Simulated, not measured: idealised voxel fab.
Title: Process Module voxel ribs on slabs
Cross-section cut: width 190 nm, square cells of 5 nm.
Cross-section spec: square-cell grid; bands listed top down; each band is one or more rows.
Within each band entry, the heights of the top and of the bottom of the band appear first, in that order and in nm; the materials of the band then follow from left to right, each with its corresponding width in nm. The designation "full width" on a single material indicates that it fills the band from edge to edge; the designation "empty" indicates empty space.
Below 0: as-received wafer, all one material; heights counted from there. Lowest band: no bottom, goes on down, written "0 -> down".
Width: "30..40" (first number = top row, second number = bottom row, same change from row to row of cells).
For the purposes of this document, the phrase "identical to before" attached to a step denotes that no cell within the cross-section was modified by that step.
Look at "Completely enclosed voids" for the closed voids: empty spaces with no open path to the top, sized 8 cells or up. Each is width x height at distance, distance from the left edge, all nm.
Where a step's line continues beyond its settings, the continuation is a remark by the simulator itself on that step.
"overlay nm", when on a step's line for a step with a mask, measures how far to the right of its planned place the mask lay; a negative measure means to the left.
Pairs, read this way: before one process step on the one hand, after it on the other, the after cross-section ending at the lowest band that changed; the step between, settings included, beneath. Same starting wafer throughout, but possibly different runs of this module, so no pair continues from the pair above unless its entry headed "before" says so.
before
- 0 -> down: Si full width
- Completely enclosed voids: none
after
- 20 -> 0: SiO2 full width
- Heights below 0 show no change.
- Completely enclosed voids: none
Between before and after as drawn above: DIRECTIONAL_DEP [material SiO2] [thk nm 20]
before: The initial state for this step is given by the after cross-section of the immediately preceding pair.
after
- 40 -> 20: SiN full width
- Heights below 20 show no change.
- Completely enclosed voids: none
Between before and after as drawn above: DIRECTIONAL_DEP [material SiN] [thk nm 20]
before: The initial state for this step is given by the after cross-section of the immediately preceding pair.
after
- 55 -> 40: aC full width
- Heights below 40 show no change.
- Completely enclosed voids: none
Between before and after as drawn above: DIRECTIONAL_DEP [material aC] [thk nm 15]
before: The initial state for this step is given by the after cross-section of the immediately preceding pair.
after
- 85 -> 55: 85 empty | 20 resist | 85 empty
- Heights below 55 show no change.
- Completely enclosed voids: none
Between before and after as drawn above: PATTERN [tone cover] [mask id RIB] [material resist] [width nm 20] [thk nm 30] [overlay nm 0]
before: The initial state for this step is given by the after cross-section of the immediately preceding pair.
after
- 70 -> 55: 85 empty | 20 resist | 85 empty
- 55 -> 40: 85 empty | 20 aC | 85 empty
- Heights below 40 show no change.
- Completely enclosed voids: none
Between before and after as drawn above: DIRECTIONAL_ETCH [etch materials aC] [depth nm 15]
before: The initial state for this step is given by the after cross-section of the immediately preceding pair.
after
- 55 -> 40: 85 empty | 20 aC | 85 empty
- Heights below 40 show no change.
- Completely enclosed voids: none
Between before and after as drawn above: STRIP [etch materials resist]
before: The initial state for this step is given by the after cross-section of the immediately preceding pair.
after
- 55 -> 40: 85 empty | 20 aC | 85 empty
- 40 -> 30: 85 empty | 20 SiN | 85 empty
- Heights below 30 show no change.
- Completely enclosed voids: none
Between before and after as drawn above: DIRECTIONAL_ETCH [etch materials SiN] [depth nm 10]
before: The initial state for this step is given by the after cross-section of the immediately preceding pair.
after
- 40 -> 30: 85 empty | 20 SiN | 85 empty
- Heights below 30 show no change.
- Completely enclosed voids: none
Between before and after as drawn above: STRIP [etch materials aC]
before: The initial state for this step is given by the after cross-section of the immediately preceding pair.
after
- 55 -> 40: 60 empty | 70 resist | 60 empty
- 40 -> 30: 60 empty | 25 resist | 20 SiN | 25 resist | 60 empty
- Heights below 30 show no change.
- Completely enclosed voids: none
Between before and after as drawn above: PATTERN [tone cover] [mask id SLAB] [material resist] [width nm 70] [thk nm 15] [overlay nm 0]
before: The initial state for this step is given by the after cross-section of the immediately preceding pair.
after
- 55 -> 40: 60 empty | 70 resist | 60 empty
- 40 -> 30: 60 empty | 25 resist | 20 SiN | 25 resist | 60 empty
- 30 -> 20: 60 empty | 70 SiN | 60 empty
- Heights below 20 show no change.
- Completely enclosed voids: none
Between before and after as drawn above: DIRECTIONAL_ETCH [etch materials SiN] [depth nm 10]
before: The initial state for this step is given by the after cross-section of the immediately preceding pair.
after
- 40 -> 30: 85 empty | 20 SiN | 85 empty
- Heights below 30 show no change.
- Completely enclosed voids: none
Between before and after as drawn above: STRIP [etch materials resist]
before: The initial state for this step is given by the after cross-section of the immediately preceding pair.
after
- 70 -> 40: SiO2 full width
- 40 -> 30: 85 SiO2 | 20 SiN | 85 SiO2
- 30 -> 20: 60 SiO2 | 70 SiN | 60 SiO2
- Heights below 20 show no change.
- Completely enclosed voids: none
Between before and after as drawn above: FILL_DEP [material SiO2] [thk nm 30]
before: The initial state for this step is given by the after cross-section of the immediately preceding pair.
after
- 60 -> 40: SiO2 full width
- Heights below 40 show no change.
- Completely enclosed voids: none
Between before and after as drawn above: CMP [height nm 60]
before: The initial state for this step is given by the after cross-section of the immediately preceding pair.
after
- 65 -> 60: W full width
- Heights below 60 show no change.
- Completely enclosed voids: none
Between before and after as drawn above: DIRECTIONAL_DEP [material W] [thk nm 5]
before: The initial state for this step is given by the after cross-section of the immediately preceding pair.
after
- 80 -> 65: aC full width
- Heights below 65 show no change.
- Completely enclosed voids: none
Between before and after as drawn above: DIRECTIONAL_DEP [material aC] [thk nm 15]
before: The initial state for this step is given by the after cross-section of the immediately preceding pair.
after
- 110 -> 80: 80 empty | 30 resist | 80 empty
- Heights below 80 show no change.
- Completely enclosed voids: none
Between before and after as drawn above: PATTERN [tone cover] [mask id HEATER] [material resist] [width nm 30] [thk nm 30] [overlay nm 0]
before: The initial state for this step is given by the after cross-section of the immediately preceding pair.
after
- 95 -> 80: 80 empty | 30 resist | 80 empty
- 80 -> 65: 80 empty | 30 aC | 80 empty
- Heights below 65 show no change.
- Completely enclosed voids: none
Between before and after as drawn above: DIRECTIONAL_ETCH [etch materials aC] [depth nm 15]
before: The initial state for this step is given by the after cross-section of the immediately preceding pair.
after
- 80 -> 65: 80 empty | 30 aC | 80 empty
- Heights below 65 show no change.
- Completely enclosed voids: none
Between before and after as drawn above: STRIP [etch materials resist]
before: The initial state for this step is given by the after cross-section of the immediately preceding pair.
after
- 80 -> 65: 80 empty | 30 aC | 80 empty
- 65 -> 60: 80 empty | 30 W | 80 empty
- Heights below 60 show no change.
- Completely enclosed voids: none
Between before and after as drawn above: DIRECTIONAL_ETCH [etch materials W] [depth nm 5]
before: The initial state for this step is given by the after cross-section of the immediately preceding pair.
after
- 65 -> 60: 80 empty | 30 W | 80 empty
- Heights below 60 show no change.
- Completely enclosed voids: none
Between before and after as drawn above: STRIP [etch materials aC]
before: The initial state for this step is given by the after cross-section of the immediately preceding pair.
after
- 70 -> 65: 75 empty | 40 SiN | 75 empty
- 65 -> 60: 80 SiN | 30 W | 80 SiN
- Heights below 60 show no change.
- Completely enclosed voids: none
Between before and after as drawn above: CONFORMAL_DEP [material SiN] [thk nm 5]
before
- 20 -> 0: SiO2 full width
- 0 -> down: Si full width
- Completely enclosed voids: none
after
- 40 -> 0: SiO2 full width
- Heights below 0 show no change.
- Completely enclosed voids: none
Between before and after as drawn above: DIRECTIONAL_DEP [material SiO2] [thk nm 20]
before: The initial state for this step is given by the after cross-section of the immediately preceding pair.
after
- 60 -> 40: SiN full width
- Heights below 40 show no change.
- Completely enclosed voids: none
Between before and after as drawn above: DIRECTIONAL_DEP [material SiN] [thk nm 20]
before: The initial state for this step is given by the after cross-section of the immediately preceding pair.
after
- 75 -> 60: aC full width
- Heights below 60 show no change.
- Completely enclosed voids: none
Between before and after as drawn above: DIRECTIONAL_DEP [material aC] [thk nm 15]
before: The initial state for this step is given by the after cross-section of the immediately preceding pair.
after
- 105 -> 75: 85 empty | 20 resist | 85 empty
- Heights below 75 show no change.
- Completely enclosed voids: none
Between before and after as drawn above: PATTERN [tone cover] [mask id RIB] [material resist] [width nm 20] [thk nm 30] [overlay nm 0]
before: The initial state for this step is given by the after cross-section of the immediately preceding pair.
after
- 90 -> 75: 85 empty | 20 resist | 85 empty
- 75 -> 60: 85 empty | 20 aC | 85 empty
- Heights below 60 show no change.
- Completely enclosed voids: none
Between before and after as drawn above: DIRECTIONAL_ETCH [etch materials aC] [depth nm 15]
before: The initial state for this step is given by the after cross-section of the immediately preceding pair.
after
- 75 -> 60: 85 empty | 20 aC | 85 empty
- Heights below 60 show no change.
- Completely enclosed voids: none
Between before and after as drawn above: STRIP [etch materials resist]
before: The initial state for this step is given by the after cross-section of the immediately preceding pair.
after
- 75 -> 60: 85 empty | 20 aC | 85 empty
- 60 -> 50: 85 empty | 20 SiN | 85 empty
- Heights below 50 show no change.
- Completely enclosed voids: none
Between before and after as drawn above: DIRECTIONAL_ETCH [etch materials SiN] [depth nm 10]
before: The initial state for this step is given by the after cross-section of the immediately preceding pair.
after
- 60 -> 50: 85 empty | 20 SiN | 85 empty
- Heights below 50 show no change.
- Completely enclosed voids: none
Between before and after as drawn above: STRIP [etch materials aC]
before: The initial state for this step is given by the after cross-section of the immediately preceding pair.
after
- 75 -> 60: 60 empty | 70 resist | 60 empty
- 60 -> 50: 60 empty | 25 resist | 20 SiN | 25 resist | 60 empty
- Heights below 50 show no change.
- Completely enclosed voids: none
Between before and after as drawn above: PATTERN [tone cover] [mask id SLAB] [material resist] [width nm 70] [thk nm 15] [overlay nm 0]
before: The initial state for this step is given by the after cross-section of the immediately preceding pair.
after
- 75 -> 60: 60 empty | 70 resist | 60 empty
- 60 -> 50: 60 empty | 25 resist | 20 SiN | 25 resist | 60 empty
- 50 -> 40: 60 empty | 70 SiN | 60 empty
- Heights below 40 show no change.
- Completely enclosed voids: none
Between before and after as drawn above: DIRECTIONAL_ETCH [etch materials SiN] [depth nm 10]
before: The initial state for this step is given by the after cross-section of the immediately preceding pair.
after
- 60 -> 50: 85 empty | 20 SiN | 85 empty
- Heights below 50 show no change.
- Completely enclosed voids: none
Between before and after as drawn above: STRIP [etch materials resist]
before: The initial state for this step is given by the after cross-section of the immediately preceding pair.
after
- 90 -> 60: SiO2 full width
- 60 -> 50: 85 SiO2 | 20 SiN | 85 SiO2
- 50 -> 40: 60 SiO2 | 70 SiN | 60 SiO2
- Heights below 40 show no change.
- Completely enclosed voids: none
Between before and after as drawn above: FILL_DEP [material SiO2] [thk nm 30]
before: The initial state for this step is given by the after cross-section of the immediately preceding pair.
after
- 60 -> 50: 85 SiO2 | 20 SiN | 85 SiO2
- Heights below 50 show no change.
- Completely enclosed voids: none
Between before and after as drawn above: CMP [height nm 60]
before: The initial state for this step is given by the after cross-section of the immediately preceding pair.
after
- 65 -> 60: W full width
- Heights below 60 show no change.
- Completely enclosed voids: none
Between before and after as drawn above: DIRECTIONAL_DEP [material W] [thk nm 5]
before: The initial state for this step is given by the after cross-section of the immediately preceding pair.
after
- 80 -> 65: aC full width
- Heights below 65 show no change.
- Completely enclosed voids: none
Between before and after as drawn above: DIRECTIONAL_DEP [material aC] [thk nm 15]
before: The initial state for this step is given by the after cross-section of the immediately preceding pair.
after
- 110 -> 80: 80 empty | 30 resist | 80 empty
- Heights below 80 show no change.
- Completely enclosed voids: none
Between before and after as drawn above: PATTERN [tone cover] [mask id HEATER] [material resist] [width nm 30] [thk nm 30] [overlay nm 0]
before: The initial state for this step is given by the after cross-section of the immediately preceding pair.
after
- 95 -> 80: 80 empty | 30 resist | 80 empty
- 80 -> 65: 80 empty | 30 aC | 80 empty
- Heights below 65 show no change.
- Completely enclosed voids: none
Between before and after as drawn above: DIRECTIONAL_ETCH [etch materials aC] [depth nm 15]
before: The initial state for this step is given by the after cross-section of the immediately preceding pair.
after
- 80 -> 65: 80 empty | 30 aC | 80 empty
- Heights below 65 show no change.
- Completely enclosed voids: none
Between before and after as drawn above: STRIP [etch materials resist]
before: The initial state for this step is given by the after cross-section of the immediately preceding pair.
after
- 80 -> 65: 80 empty | 30 aC | 80 empty
- 65 -> 60: 80 empty | 30 W | 80 empty
- Heights below 60 show no change.
- Completely enclosed voids: none
Between before and after as drawn above: DIRECTIONAL_ETCH [etch materials W] [depth nm 5]
before: The initial state for this step is given by the after cross-section of the immediately preceding pair.
after
- 65 -> 60: 80 empty | 30 W | 80 empty
- Heights below 60 show no change.
- Completely enclosed voids: none
Between before and after as drawn above: STRIP [etch materials aC]
before: The initial state for this step is given by the after cross-section of the immediately preceding pair.
after
- 70 -> 65: 75 empty | 40 SiN | 75 empty
- 65 -> 60: 80 SiN | 30 W | 80 SiN
- Heights below 60 show no change.
- Completely enclosed voids: none
Between before and after as drawn above: CONFORMAL_DEP [material SiN] [thk nm 5]
before
- 20 -> 0: SiO2 full width
- 0 -> down: Si full width
- Completely enclosed voids: none
after
- 35 -> 20: aC full width
- Heights below 20 show no change.
- Completely enclosed voids: none
Between before and after as drawn above: DIRECTIONAL_DEP [material aC] [thk nm 15]
before: The initial state for this step is given by the after cross-section of the immediately preceding pair.
after
- 55 -> 35: SiN full width
- Heights below 35 show no change.
- Completely enclosed voids: none
Between before and after as drawn above: DIRECTIONAL_DEP [material SiN] [thk nm 20]
before: The initial state for this step is given by the after cross-section of the immediately preceding pair.
after
- 85 -> 55: 85 empty | 20 resist | 85 empty
- Heights below 55 show no change.
- Completely enclosed voids: none
Between before and after as drawn above: PATTERN [tone cover] [mask id RIB] [material resist] [width nm 20] [thk nm 30] [overlay nm 0]
before: The initial state for this step is given by the after cross-section of the immediately preceding pair.
after
- 70 -> 55: 85 empty | 20 resist | 85 empty
- Heights below 55 show no change.
- Completely enclosed voids: none
Between before and after as drawn above: DIRECTIONAL_ETCH [etch materials aC] [depth nm 15]
before: The initial state for this step is given by the after cross-section of the immediately preceding pair.
after
- 55 -> 35: SiN full width
- Heights below 35 show no change.
- Completely enclosed voids: none
Between before and after as drawn above: STRIP [etch materials resist]
before: The initial state for this step is given by the after cross-section of the immediately preceding pair.
after
- 45 -> 35: SiN full width
- Heights below 35 show no change.
- Completely enclosed voids: none
Between before and after as drawn above: DIRECTIONAL_ETCH [etch materials SiN] [depth nm 10]
before: The initial state for this step is given by the after cross-section of the immediately preceding pair.
after
- 60 -> 45: 60 empty | 70 resist | 60 empty
- Heights below 45 show no change.
- Completely enclosed voids: none
Between before and after as drawn above: PATTERN [tone cover] [mask id SLAB] [material resist] [width nm 70] [thk nm 15] [overlay nm 0]
before: The initial state for this step is given by the after cross-section of the immediately preceding pair.
after
- 60 -> 45: 60 empty | 70 resist | 60 empty
- 45 -> 35: 60 empty | 70 SiN | 60 empty
- Heights below 35 show no change.
- Completely enclosed voids: none
Between before and after as drawn above: DIRECTIONAL_ETCH [etch materials SiN] [depth nm 10]
before: The initial state for this step is given by the after cross-section of the immediately preceding pair.
after
- 45 -> 35: 60 empty | 70 SiN | 60 empty
- Heights below 35 show no change.
- Completely enclosed voids: none
Between before and after as drawn above: STRIP [etch materials resist]
before: The initial state for this step is given by the after cross-section of the immediately preceding pair.
after
- 75 -> 45: SiO2 full width
- 45 -> 35: 60 SiO2 | 70 SiN | 60 SiO2
- Heights below 35 show no change.
- Completely enclosed voids: none
Between before and after as drawn above: FILL_DEP [material SiO2] [thk nm 30]
before: The initial state for this step is given by the after cross-section of the immediately preceding pair.
after
- 60 -> 45: SiO2 full width
- Heights below 45 show no change.
- Completely enclosed voids: none
Between before and after as drawn above: CMP [height nm 60]
before: The initial state for this step is given by the after cross-section of the immediately preceding pair.
after
- 65 -> 60: W full width
- Heights below 60 show no change.
- Completely enclosed voids: none
Between before and after as drawn above: DIRECTIONAL_DEP [material W] [thk nm 5]
before: The initial state for this step is given by the after cross-section of the immediately preceding pair.
after
- 80 -> 65: aC full width
- Heights below 65 show no change.
- Completely enclosed voids: none
Between before and after as drawn above: DIRECTIONAL_DEP [material aC] [thk nm 15]
before: The initial state for this step is given by the after cross-section of the immediately preceding pair.
after
- 110 -> 80: 80 empty | 30 resist | 80 empty
- Heights below 80 show no change.
- Completely enclosed voids: none
Between before and after as drawn above: PATTERN [tone cover] [mask id HEATER] [material resist] [width nm 30] [thk nm 30] [overlay nm 0]
before: The initial state for this step is given by the after cross-section of the immediately preceding pair.
after
- 95 -> 80: 80 empty | 30 resist | 80 empty
- 80 -> 65: 80 empty | 30 aC | 80 empty
- Heights below 65 show no change.
- Completely enclosed voids: none
Between before and after as drawn above: DIRECTIONAL_ETCH [etch materials aC] [depth nm 15]
before: The initial state for this step is given by the after cross-section of the immediately preceding pair.
after
- 80 -> 65: 80 empty | 30 aC | 80 empty
- Heights below 65 show no change.
- Completely enclosed voids: none
Between before and after as drawn above: STRIP [etch materials resist]
before: The initial state for this step is given by the after cross-section of the immediately preceding pair.
after
- 80 -> 65: 80 empty | 30 aC | 80 empty
- 65 -> 60: 80 empty | 30 W | 80 empty
- Heights below 60 show no change.
- Completely enclosed voids: none
Between before and after as drawn above: DIRECTIONAL_ETCH [etch materials W] [depth nm 5]
before: The initial state for this step is given by the after cross-section of the immediately preceding pair.
after
- 65 -> 60: 80 empty | 30 W | 80 empty
- Heights below 60 show no change.
- Completely enclosed voids: none
Between before and after as drawn above: STRIP [etch materials aC]
before: The initial state for this step is given by the after cross-section of the immediately preceding pair.
after
- 70 -> 65: 75 empty | 40 SiN | 75 empty
- 65 -> 60: 80 SiN | 30 W | 80 SiN
- Heights below 60 show no change.
- Completely enclosed voids: none
Between before and after as drawn above: CONFORMAL_DEP [material SiN] [thk nm 5]
before
- 20 -> 0: SiO2 full width
- 0 -> down: Si full width
- Completely enclosed voids: none
after
- 50 -> 20: SiN full width
- Heights below 20 show no change.
- Completely enclosed voids: none
Between before and after as drawn above: DIRECTIONAL_DEP [material SiN] [thk nm 30]
before: The initial state for this step is given by the after cross-section of the immediately preceding pair.
after
- 65 -> 50: aC full width
- Heights below 50 show no change.
- Completely enclosed voids: none
Between before and after as drawn above: DIRECTIONAL_DEP [material aC] [thk nm 15]
before: The initial state for this step is given by the after cross-section of the immediately preceding pair.
after
- 95 -> 65: 85 empty | 20 resist | 85 empty
- Heights below 65 show no change.
- Completely enclosed voids: none
Between before and after as drawn above: PATTERN [tone cover] [mask id RIB] [material resist] [width nm 20] [thk nm 30] [overlay nm 0]
before: The initial state for this step is given by the after cross-section of the immediately preceding pair.
after
- 80 -> 65: 85 empty | 20 resist | 85 empty
- 65 -> 50: 85 empty | 20 aC | 85 empty
- Heights below 50 show no change.
- Completely enclosed voids: none
Between before and after as drawn above: DIRECTIONAL_ETCH [etch materials aC] [depth nm 15]
before: The initial state for this step is given by the after cross-section of the immediately preceding pair.
after
- 65 -> 50: 85 empty | 20 aC | 85 empty
- Heights below 50 show no change.
- Completely enclosed voids: none
Between before and after as drawn above: STRIP [etch materials resist]
before: The initial state for this step is given by the after cross-section of the immediately preceding pair.
after
- 65 -> 50: 85 empty | 20 aC | 85 empty
- 50 -> 40: 85 empty | 20 SiN | 85 empty
- Heights below 40 show no change.
- Completely enclosed voids: none
Between before and after as drawn above: DIRECTIONAL_ETCH [etch materials SiN] [depth nm 10]
before: The initial state for this step is given by the after cross-section of the immediately preceding pair.
after
- 50 -> 40: 85 empty | 20 SiN | 85 empty
- Heights below 40 show no change.
- Completely enclosed voids: none
Between before and after as drawn above: STRIP [etch materials aC]
before: The initial state for this step is given by the after cross-section of the immediately preceding pair.
after
- 65 -> 50: 60 empty | 70 resist | 60 empty
- 50 -> 40: 60 empty | 25 resist | 20 SiN | 25 resist | 60 empty
- Heights below 40 show no change.
- Completely enclosed voids: none
Between before and after as drawn above: PATTERN [tone cover] [mask id SLAB] [material resist] [width nm 70] [thk nm 15] [overlay nm 0]
before: The initial state for this step is given by the after cross-section of the immediately preceding pair.
after
- 65 -> 50: 60 empty | 70 resist | 60 empty
- 50 -> 40: 60 empty | 25 resist | 20 SiN | 25 resist | 60 empty
- 40 -> 30: 60 empty | 70 SiN | 60 empty
- Heights below 30 show no change.
- Completely enclosed voids: none
Between before and after as drawn above: DIRECTIONAL_ETCH [etch materials SiN] [depth nm 10]
before: The initial state for this step is given by the after cross-section of the immediately preceding pair.
after
- 50 -> 40: 85 empty | 20 SiN | 85 empty
- Heights below 40 show no change.
- Completely enclosed voids: none
Between before and after as drawn above: STRIP [etch materials resist]
before: The initial state for this step is given by the after cross-section of the immediately preceding pair.
after
- 80 -> 50: SiO2 full width
- 50 -> 40: 85 SiO2 | 20 SiN | 85 SiO2
- 40 -> 30: 60 SiO2 | 70 SiN | 60 SiO2
- Heights below 30 show no change.
- Completely enclosed voids: none
Between before and after as drawn above: FILL_DEP [material SiO2] [thk nm 30]
before: The initial state for this step is given by the after cross-section of the immediately preceding pair.
after
- 60 -> 50: SiO2 full width
- Heights below 50 show no change.
- Completely enclosed voids: none
Between before and after as drawn above: CMP [height nm 60]
before: The initial state for this step is given by the after cross-section of the immediately preceding pair.
after
- 65 -> 60: W full width
- Heights below 60 show no change.
- Completely enclosed voids: none
Between before and after as drawn above: DIRECTIONAL_DEP [material W] [thk nm 5]
before: The initial state for this step is given by the after cross-section of the immediately preceding pair.
after
- 80 -> 65: aC full width
- Heights below 65 show no change.
- Completely enclosed voids: none
Between before and after as drawn above: DIRECTIONAL_DEP [material aC] [thk nm 15]
before: The initial state for this step is given by the after cross-section of the immediately preceding pair.
after
- 110 -> 80: 80 empty | 30 resist | 80 empty
- Heights below 80 show no change.
- Completely enclosed voids: none
Between before and after as drawn above: PATTERN [tone cover] [mask id HEATER] [material resist] [width nm 30] [thk nm 30] [overlay nm 0]
before: The initial state for this step is given by the after cross-section of the immediately preceding pair.
after
- 95 -> 80: 80 empty | 30 resist | 80 empty
- 80 -> 65: 80 empty | 30 aC | 80 empty
- Heights below 65 show no change.
- Completely enclosed voids: none
Between before and after as drawn above: DIRECTIONAL_ETCH [etch materials aC] [depth nm 15]
before: The initial state for this step is given by the after cross-section of the immediately preceding pair.
after
- 80 -> 65: 80 empty | 30 aC | 80 empty
- Heights below 65 show no change.
- Completely enclosed voids: none
Between before and after as drawn above: STRIP [etch materials resist]
before: The initial state for this step is given by the after cross-section of the immediately preceding pair.
after
- 80 -> 65: 80 empty | 30 aC | 80 empty
- 65 -> 60: 80 empty | 30 W | 80 empty
- Heights below 60 show no change.
- Completely enclosed voids: none
Between before and after as drawn above: DIRECTIONAL_ETCH [etch materials W] [depth nm 5]
before: The initial state for this step is given by the after cross-section of the immediately preceding pair.
after
- 65 -> 60: 80 empty | 30 W | 80 empty
- Heights below 60 show no change.
- Completely enclosed voids: none
Between before and after as drawn above: STRIP [etch materials aC]
before: The initial state for this step is given by the after cross-section of the immediately preceding pair.
after
- 70 -> 65: 75 empty | 40 SiN | 75 empty
- 65 -> 60: 80 SiN | 30 W | 80 SiN
- Heights below 60 show no change.
- Completely enclosed voids: none
Between before and after as drawn above: CONFORMAL_DEP [material SiN] [thk nm 5]
before
- 40 -> 30: 85 empty | 20 SiN | 85 empty
- 30 -> 20: SiN full width
- 20 -> 0: SiO2 full width
- 0 -> down: Si full width
- Completely enclosed voids: none
after
- 55 -> 40: 65 empty | 65 resist | 60 empty
- 40 -> 30: 65 empty | 20 resist | 20 SiN | 25 resist | 60 empty
- Heights below 30 show no change.
- Completely enclosed voids: none
Between before and after as drawn above: PATTERN [tone cover] [mask id SLAB] [material resist] [width nm 65] [thk nm 15] [overlay nm 0]
before: The initial state for this step is given by the after cross-section of the immediately preceding pair.
after
- 55 -> 40: 65 empty | 65 resist | 60 empty
- 40 -> 30: 65 empty | 20 resist | 20 SiN | 25 resist | 60 empty
- 30 -> 20: 65 empty | 65 SiN | 60 empty
- Heights below 20 show no change.
- Completely enclosed voids: none
Between before and after as drawn above: DIRECTIONAL_ETCH [etch materials SiN] [depth nm 10]
before: The initial state for this step is given by the after cross-section of the immediately preceding pair.
after
- 40 -> 30: 85 empty | 20 SiN | 85 empty
- Heights below 30 show no change.
- Completely enclosed voids: none
Between before and after as drawn above: STRIP [etch materials resist]
before: The initial state for this step is given by the after cross-section of the immediately preceding pair.
after
- 70 -> 40: SiO2 full width
- 40 -> 30: 85 SiO2 | 20 SiN | 85 SiO2
- 30 -> 20: 65 SiO2 | 65 SiN | 60 SiO2
- Heights below 20 show no change.
- Completely enclosed voids: none
Between before and after as drawn above: FILL_DEP [material SiO2] [thk nm 30]
before: The initial state for this step is given by the after cross-section of the immediately preceding pair.
after
- 60 -> 40: SiO2 full width
- Heights below 40 show no change.
- Completely enclosed voids: none
Between before and after as drawn above: CMP [height nm 60]
before: The initial state for this step is given by the after cross-section of the immediately preceding pair.
after
- 65 -> 60: W full width
- Heights below 60 show no change.
- Completely enclosed voids: none
Between before and after as drawn above: DIRECTIONAL_DEP [material W] [thk nm 5]
before: The initial state for this step is given by the after cross-section of the immediately preceding pair.
after
- 80 -> 65: aC full width
- Heights below 65 show no change.
- Completely enclosed voids: none
Between before and after as drawn above: DIRECTIONAL_DEP [material aC] [thk nm 15]
before: The initial state for this step is given by the after cross-section of the immediately preceding pair.
after
- 110 -> 80: 80 empty | 30 resist | 80 empty
- Heights below 80 show no change.
- Completely enclosed voids: none
Between before and after as drawn above: PATTERN [tone cover] [mask id HEATER] [material resist] [width nm 30] [thk nm 30] [overlay nm 0]
before: The initial state for this step is given by the after cross-section of the immediately preceding pair.
after
- 95 -> 80: 80 empty | 30 resist | 80 empty
- 80 -> 65: 80 empty | 30 aC | 80 empty
- Heights below 65 show no change.
- Completely enclosed voids: none
Between before and after as drawn above: DIRECTIONAL_ETCH [etch materials aC] [depth nm 15]
before: The initial state for this step is given by the after cross-section of the immediately preceding pair.
after
- 80 -> 65: 80 empty | 30 aC | 80 empty
- Heights below 65 show no change.
- Completely enclosed voids: none
Between before and after as drawn above: STRIP [etch materials resist]
before: The initial state for this step is given by the after cross-section of the immediately preceding pair.
after
- 80 -> 65: 80 empty | 30 aC | 80 empty
- 65 -> 60: 80 empty | 30 W | 80 empty
- Heights below 60 show no change.
- Completely enclosed voids: none
Between before and after as drawn above: DIRECTIONAL_ETCH [etch materials W] [depth nm 5]
before: The initial state for this step is given by the after cross-section of the immediately preceding pair.
after
- 65 -> 60: 80 empty | 30 W | 80 empty
- Heights below 60 show no change.
- Completely enclosed voids: none
Between before and after as drawn above: STRIP [etch materials aC]
before: The initial state for this step is given by the after cross-section of the immediately preceding pair.
after
- 70 -> 65: 75 empty | 40 SiN | 75 empty
- 65 -> 60: 80 SiN | 30 W | 80 SiN
- Heights below 60 show no change.
- Completely enclosed voids: none
Between before and after as drawn above: CONFORMAL_DEP [material SiN] [thk nm 5]
before
- 40 -> 30: 85 empty | 20 SiN | 85 empty
- 30 -> 20: SiN full width
- 20 -> 0: SiO2 full width
- 0 -> down: Si full width
- Completely enclosed voids: none
after
- 55 -> 40: 65 empty | 70 resist | 55 empty
- 40 -> 30: 65 empty | 20 resist | 20 SiN | 30 resist | 55 empty
- Heights below 30 show no change.
- Completely enclosed voids: none
Between before and after as drawn above: PATTERN [tone cover] [mask id SLAB] [material resist] [width nm 70] [thk nm 15] [overlay nm 5]
before: The initial state for this step is given by the after cross-section of the immediately preceding pair.
after
- 55 -> 40: 65 empty | 70 resist | 55 empty
- 40 -> 30: 65 empty | 20 resist | 20 SiN | 30 resist | 55 empty
- 30 -> 20: 65 empty | 70 SiN | 55 empty
- Heights below 20 show no change.
- Completely enclosed voids: none
Between before and after as drawn above: DIRECTIONAL_ETCH [etch materials SiN] [depth nm 10]
before: The initial state for this step is given by the after cross-section of the immediately preceding pair.
after
- 40 -> 30: 85 empty | 20 SiN | 85 empty
- Heights below 30 show no change.
- Completely enclosed voids: none
Between before and after as drawn above: STRIP [etch materials resist]
before: The initial state for this step is given by the after cross-section of the immediately preceding pair.
after
- 70 -> 40: SiO2 full width
- 40 -> 30: 85 SiO2 | 20 SiN | 85 SiO2
- 30 -> 20: 65 SiO2 | 70 SiN | 55 SiO2
- Heights below 20 show no change.
- Completely enclosed voids: none
Between before and after as drawn above: FILL_DEP [material SiO2] [thk nm 30]
before: The initial state for this step is given by the after cross-section of the immediately preceding pair.
after
- 60 -> 40: SiO2 full width
- Heights below 40 show no change.
- Completely enclosed voids: none
Between before and after as drawn above: CMP [height nm 60]
before: The initial state for this step is given by the after cross-section of the immediately preceding pair.
after
- 65 -> 60: W full width
- Heights below 60 show no change.
- Completely enclosed voids: none
Between before and after as drawn above: DIRECTIONAL_DEP [material W] [thk nm 5]
before: The initial state for this step is given by the after cross-section of the immediately preceding pair.
after
- 80 -> 65: aC full width
- Heights below 65 show no change.
- Completely enclosed voids: none
Between before and after as drawn above: DIRECTIONAL_DEP [material aC] [thk nm 15]
before: The initial state for this step is given by the after cross-section of the immediately preceding pair.
after
- 110 -> 80: 80 empty | 30 resist | 80 empty
- Heights below 80 show no change.
- Completely enclosed voids: none
Between before and after as drawn above: PATTERN [tone cover] [mask id HEATER] [material resist] [width nm 30] [thk nm 30] [overlay nm 0]
before: The initial state for this step is given by the after cross-section of the immediately preceding pair.
after
- 95 -> 80: 80 empty | 30 resist | 80 empty
- 80 -> 65: 80 empty | 30 aC | 80 empty
- Heights below 65 show no change.
- Completely enclosed voids: none
Between before and after as drawn above: DIRECTIONAL_ETCH [etch materials aC] [depth nm 15]
before: The initial state for this step is given by the after cross-section of the immediately preceding pair.
after
- 80 -> 65: 80 empty | 30 aC | 80 empty
- Heights below 65 show no change.
- Completely enclosed voids: none
Between before and after as drawn above: STRIP [etch materials resist]
before: The initial state for this step is given by the after cross-section of the immediately preceding pair.
after
- 80 -> 65: 80 empty | 30 aC | 80 empty
- 65 -> 60: 80 empty | 30 W | 80 empty
- Heights below 60 show no change.
- Completely enclosed voids: none
Between before and after as drawn above: DIRECTIONAL_ETCH [etch materials W] [depth nm 5]
before: The initial state for this step is given by the after cross-section of the immediately preceding pair.
after
- 65 -> 60: 80 empty | 30 W | 80 empty
- Heights below 60 show no change.
- Completely enclosed voids: none
Between before and after as drawn above: STRIP [etch materials aC]
before: The initial state for this step is given by the after cross-section of the immediately preceding pair.
after
- 70 -> 65: 75 empty | 40 SiN | 75 empty
- 65 -> 60: 80 SiN | 30 W | 80 SiN
- Heights below 60 show no change.
- Completely enclosed voids: none
Between before and after as drawn above: CONFORMAL_DEP [material SiN] [thk nm 5]
before
- 65 -> 60: W full width
- 60 -> 40: SiO2 full width
- 40 -> 30: 85 SiO2 | 20 SiN | 85 SiO2
- 30 -> 20: 60 SiO2 | 70 SiN | 60 SiO2
- 20 -> 0: SiO2 full width
- 0 -> down: Si full width
- Completely enclosed voids: none
after
- 80 -> 65: SiO2 full width
- Heights below 65 show no change.
- Completely enclosed voids: none
Between before and after as drawn above: DIRECTIONAL_DEP [material SiO2] [thk nm 15]
